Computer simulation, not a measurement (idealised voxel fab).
Process module heading - voxel ribs on slabs
Section shown: cut. Width: 290 nm. Cell size: 5 nm, square.
Just so we're on the same page, the cross-sections are grids of square cells, and they're listed out in bands top to bottom, each band one or more rows deep.
What a band's entry tells you: where the top is and where the bottom is, as heights in nm, and after that what lies inside, material by material from left to right, each with its width in nm. Empty space is written as the word "air", and a single material marked with the word "everywhere" occupies the band from edge to edge.
Below 0: as-received wafer, all one material; heights counted from there. Lowest band: no bottom, goes on down, written "0 down".
Width: "30->40" (first number = top row, second number = bottom row, same change from row to row of cells).
"remains unaltered", as given for a step, is the statement that not any cell of the cross-section underwent a change during that step.
Empty spaces without an open route to the top, at least 8 cells in extent, make up the entry "Completely enclosed voids"; each is given as width x height at distance, where the distance is measured from the left edge, and all are in nm.
That trailing text on a step's line, after the settings, is the simulator's own remark on the step.
If you see "overlay nm" on a step's line and that step has a mask, it's telling you how far right of where it was planned the mask ended up; a negative number means it went left instead.
# The planned process steps are enumerated hereunder
- 1: RECEIVE with material Si
- 2: DIRECTIONAL_DEP with material SiO2, thk nm 20
- 3: DIRECTIONAL_DEP with material polySi, thk nm 15
- 4: MASKED_ETCH with tone cover, mask id RIB, width nm 25, etch materials polySi, depth nm 5, overlay nm 0
- 5: DIRECTIONAL_DEP with material aC, thk nm 10
- 6: PATTERN with tone cover, mask id SLAB, material resist, width nm 75, thk nm 25, overlay nm 0
- 7: DIRECTIONAL_ETCH with etch materials aC, depth nm 10
- 8: STRIP with etch materials resist
- 9: DIRECTIONAL_ETCH with etch materials polySi, depth nm 10
- 10: STRIP with etch materials aC
- 11: FILL_DEP with material SiO2, thk nm 20
- 12: CMP with height nm 45
- 13: DIRECTIONAL_DEP with material TiN, thk nm 5
- 14: DIRECTIONAL_DEP with material aC, thk nm 15
- 15: PATTERN with tone cover, mask id HEATER, material resist, width nm 35, thk nm 35, overlay nm 0
- 16: DIRECTIONAL_ETCH with etch materials aC, depth nm 15
- 17: STRIP with etch materials resist
- 18: DIRECTIONAL_ETCH with etch materials TiN, depth nm 5
- 19: STRIP with etch materials aC
- 20: CONFORMAL_DEP with material SiO2, thk nm 5
# First of two wafers, with the run carried out as planned
# Wafer as received: cross-section following step 1
- 0 down = Si everywhere
- Completely enclosed voids: none
# So this is the wafer cross-section right after step 2
- 20 to 0 = SiO2 everywhere
- Lower than 0, everything is as it was.
# So this is the wafer cross-section right after step 3
- 35 to 20 = polySi everywhere
- Lower than 20, everything is as it was.
# So this is the wafer cross-section right after step 4
- 35 to 30 = air (130), then polySi (25), then air (135)
- Lower than 30, everything is as it was.
# So this is the wafer cross-section right after step 5
- 45 to 40 = air (130), then aC (25), then air (135)
- 40 to 35 = aC everywhere
- 35 to 30 = aC (130), then polySi (25), then aC (135)
- Lower than 30, everything is as it was.
# So this is the wafer cross-section right after step 6
- 70 to 45 = air (105), then resist (75), then air (110)
- 45 to 40 = air (105), then resist (25), then aC (25), then resist (25), then air (110)
- Lower than 40, everything is as it was.
# So this is the wafer cross-section right after step 7
- 60 to 45 = air (105), then resist (75), then air (110)
- 45 to 40 = air (105), then resist (25), then aC (25), then resist (25), then air (110)
- 40 to 35 = air (105), then aC (75), then air (110)
- 35 to 30 = air (105), then aC (25), then polySi (25), then aC (25), then air (110)
- Lower than 30, everything is as it was.
# So this is the wafer cross-section right after step 8
- 45 to 35 = air (130->105), then aC (25->75), then air (135->110)
- Lower than 35, everything is as it was.
# So this is the wafer cross-section right after step 9
- 45 to 35 = air (130->105), then aC (25->75), then air (135->110)
- 35 to 30 = air (105), then aC (25), then polySi (25), then aC (25), then air (110)
- 30 to 20 = air (105), then polySi (75), then air (110)
- Lower than 20, everything is as it was.
# So this is the wafer cross-section right after step 10
- 35 to 30 = air (130), then polySi (25), then air (135)
- Lower than 30, everything is as it was.
# So this is the wafer cross-section right after step 11
- 55 to 35 = SiO2 everywhere
- 35 to 30 = SiO2 (130), then polySi (25), then SiO2 (135)
- 30 to 20 = SiO2 (105), then polySi (75), then SiO2 (110)
- Lower than 20, everything is as it was.
# So this is the wafer cross-section right after step 12
- 45 to 35 = SiO2 everywhere
- Lower than 35, everything is as it was.
# So this is the wafer cross-section right after step 13
- 50 to 45 = TiN everywhere
- Lower than 45, everything is as it was.
# So this is the wafer cross-section right after step 14
- 65 to 50 = aC everywhere
- Lower than 50, everything is as it was.
# So this is the wafer cross-section right after step 15
- 100 to 65 = air (125), then resist (35), then air (130)
- Lower than 65, everything is as it was.
# So this is the wafer cross-section right after step 16
- 85 to 65 = air (125), then resist (35), then air (130)
- 65 to 50 = air (125), then aC (35), then air (130)
- Lower than 50, everything is as it was.
# So this is the wafer cross-section right after step 17
- 65 to 50 = air (125), then aC (35), then air (130)
- Lower than 50, everything is as it was.
# So this is the wafer cross-section right after step 18
- 65 to 50 = air (125), then aC (35), then air (130)
- 50 to 45 = air (125), then TiN (35), then air (130)
- Lower than 45, everything is as it was.
# So this is the wafer cross-section right after step 19
- 50 to 45 = air (125), then TiN (35), then air (130)
- Lower than 45, everything is as it was.
# So this is the wafer cross-section right after step 20
- 55 to 50 = air (120), then SiO2 (45), then air (125)
- 50 to 45 = SiO2 (125), then TiN (35), then SiO2 (130)
- Lower than 45, everything is as it was.
# The Second Wafer: Common Origin and Plan, One Mistake in Execution, Identical to the First Through Step 1
# Cross-section: second wafer, time at which step 2 was scheduled to end
- 40 to 0 = SiO2 everywhere
- Lower than 0, everything is as it was.
# Cross-section: second wafer, time at which step 3 was scheduled to end
- 55 to 40 = polySi everywhere
- Lower than 40, everything is as it was.
# Cross-section: second wafer, time at which step 4 was scheduled to end
- 55 to 50 = air (130), then polySi (25), then air (135)
- Lower than 50, everything is as it was.
# Cross-section: second wafer, time at which step 5 was scheduled to end
- 65 to 60 = air (130), then aC (25), then air (135)
- 60 to 55 = aC everywhere
- 55 to 50 = aC (130), then polySi (25), then aC (135)
- Lower than 50, everything is as it was.
# Cross-section: second wafer, time at which step 6 was scheduled to end
- 90 to 65 = air (105), then resist (75), then air (110)
- 65 to 60 = air (105), then resist (25), then aC (25), then resist (25), then air (110)
- Lower than 60, everything is as it was.
# Cross-section: second wafer, time at which step 7 was scheduled to end
- 80 to 65 = air (105), then resist (75), then air (110)
- 65 to 60 = air (105), then resist (25), then aC (25), then resist (25), then air (110)
- 60 to 55 = air (105), then aC (75), then air (110)
- 55 to 50 = air (105), then aC (25), then polySi (25), then aC (25), then air (110)
- Lower than 50, everything is as it was.
# Cross-section: second wafer, time at which step 8 was scheduled to end
- 65 to 55 = air (130->105), then aC (25->75), then air (135->110)
- Lower than 55, everything is as it was.
# Cross-section: second wafer, time at which step 9 was scheduled to end
- 65 to 55 = air (130->105), then aC (25->75), then air (135->110)
- 55 to 50 = air (105), then aC (25), then polySi (25), then aC (25), then air (110)
- 50 to 40 = air (105), then polySi (75), then air (110)
- Lower than 40, everything is as it was.
# Cross-section: second wafer, time at which step 10 was scheduled to end
- 55 to 50 = air (130), then polySi (25), then air (135)
- Lower than 50, everything is as it was.
# Cross-section: second wafer, time at which step 11 was scheduled to end
- 75 to 55 = SiO2 everywhere
- 55 to 50 = SiO2 (130), then polySi (25), then SiO2 (135)
- 50 to 40 = SiO2 (105), then polySi (75), then SiO2 (110)
- Lower than 40, everything is as it was.
# Cross-section: second wafer, time at which step 12 was scheduled to end
- 45 to 40 = SiO2 (105), then polySi (75), then SiO2 (110)
- Lower than 40, everything is as it was.
# Cross-section: second wafer, time at which step 13 was scheduled to end
- 50 to 45 = TiN everywhere
- Lower than 45, everything is as it was.
# Cross-section: second wafer, time at which step 14 was scheduled to end
- 65 to 50 = aC everywhere
- Lower than 50, everything is as it was.
# Cross-section: second wafer, time at which step 15 was scheduled to end
- 100 to 65 = air (125), then resist (35), then air (130)
- Lower than 65, everything is as it was.
# Cross-section: second wafer, time at which step 16 was scheduled to end
- 85 to 65 = air (125), then resist (35), then air (130)
- 65 to 50 = air (125), then aC (35), then air (130)
- Lower than 50, everything is as it was.
# Cross-section: second wafer, time at which step 17 was scheduled to end
- 65 to 50 = air (125), then aC (35), then air (130)
- Lower than 50, everything is as it was.
# Cross-section: second wafer, time at which step 18 was scheduled to end
- 65 to 50 = air (125), then aC (35), then air (130)
- 50 to 45 = air (125), then TiN (35), then air (130)
- Lower than 45, everything is as it was.
# Cross-section: second wafer, time at which step 19 was scheduled to end
- 50 to 45 = air (125), then TiN (35), then air (130)
- Lower than 45, everything is as it was.
# Cross-section: second wafer, time at which step 20 was scheduled to end
- 55 to 50 = air (120), then SiO2 (45), then air (125)
- 50 to 45 = SiO2 (125), then TiN (35), then SiO2 (130)
- Lower than 45, everything is as it was.
Error vs. plan: execution of plan step 2 occurred twice
Final wafer comparison in cells, second versus first, more or fewer per material: 20 more of SiO2, 20 fewer of polySi
